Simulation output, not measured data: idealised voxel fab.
process module | voxel spacer lines
cross-section cut | 160 nm wide | cells 5 nm
A cross-section is a grid of square cells, given in bands from the top down. A band is one or more rows of cells.
Each band's line starts with the height of the band's top and of its bottom, in nm. Then come its materials from left to right, each with its width in nm. One material with "throughout" fills the band from edge to edge. "air" is empty space.
Height 0 is the level under which the wafer as received is all one material. The lowest band goes on downwards, as in "0 down".
A width such as "30 to 40" changes by the same amount from each row of cells to the next, from the band's top row to its bottom row.
"no change" after a step means that no cell of the cross-section changed.
closed voids: empty space of 8 cells or more with no open way to the top, each as width x height at its distance from the left edge, in nm
after a step's settings: what the simulator itself notes on the step
overlay nm, on a step with a mask: how far to the right of its planned place the mask lay; to the left if negative
plan
1 op RECEIVE | material Si
2 op CONFORMAL_DEP | material Al2O3 | thk nm 5
3 op DIRECTIONAL_DEP | material TiN | thk nm 15
4 op DIRECTIONAL_DEP | material polySi | thk nm 20
5 op PATTERN | tone cover | mask id MANDREL | material resist | width nm 15 | pitch nm 80 | thk nm 30 | overlay nm 0
6 op DIRECTIONAL_ETCH | etch materials polySi | depth nm 20
7 op STRIP | etch materials resist
8 op CONFORMAL_DEP | material SiO2 | thk nm 15
9 op DIRECTIONAL_ETCH | etch materials SiO2 | depth nm 15
10 op STRIP | etch materials polySi
11 op DIRECTIONAL_ETCH | etch materials TiN | depth nm 15
12 op STRIP | etch materials SiO2
13 op FILL_DEP | material lowk | thk nm 10
14 op CMP | height nm 20
varied across the wafers: width nm of step 5. The plan shows the first wafer's value. All wafers start alike
first wafer as received, after step 1
  0 down: Si throughout
  closed voids: none
first wafer at the end, after step 14
  20 to 5: lowk 15 | TiN 15 | lowk 15 | TiN 15 | lowk 35 | TiN 15 | lowk 15 | TiN 15 | lowk 20
  5 to 0: Al2O3 throughout
  0 down: Si throughout
  closed voids: none
last wafer at the end
  20 to 5: lowk 5 | TiN 15 | lowk 40 | TiN 15 | lowk 10 | TiN 15 | lowk 40 | TiN 15 | lowk 5
  5 to 0: Al2O3 throughout
  0 down: Si throughout
  closed voids: none
each wafer at the end: cells of each material gained (+) or lost (-) since it was received, then its closed voids
width nm 15 | +32 Al2O3 | +36 TiN | +60 lowk | closed voids: none
width nm 20 | +32 Al2O3 | +36 TiN | +60 lowk | closed voids: none
width nm 25 | +32 Al2O3 | +36 TiN | +60 lowk | closed voids: none
width nm 30 | +32 Al2O3 | +36 TiN | +60 lowk | closed voids: none
width nm 35 | +32 Al2O3 | +36 TiN | +60 lowk | closed voids: none
width nm 40 | +32 Al2O3 | +36 TiN | +60 lowk | closed voids: none
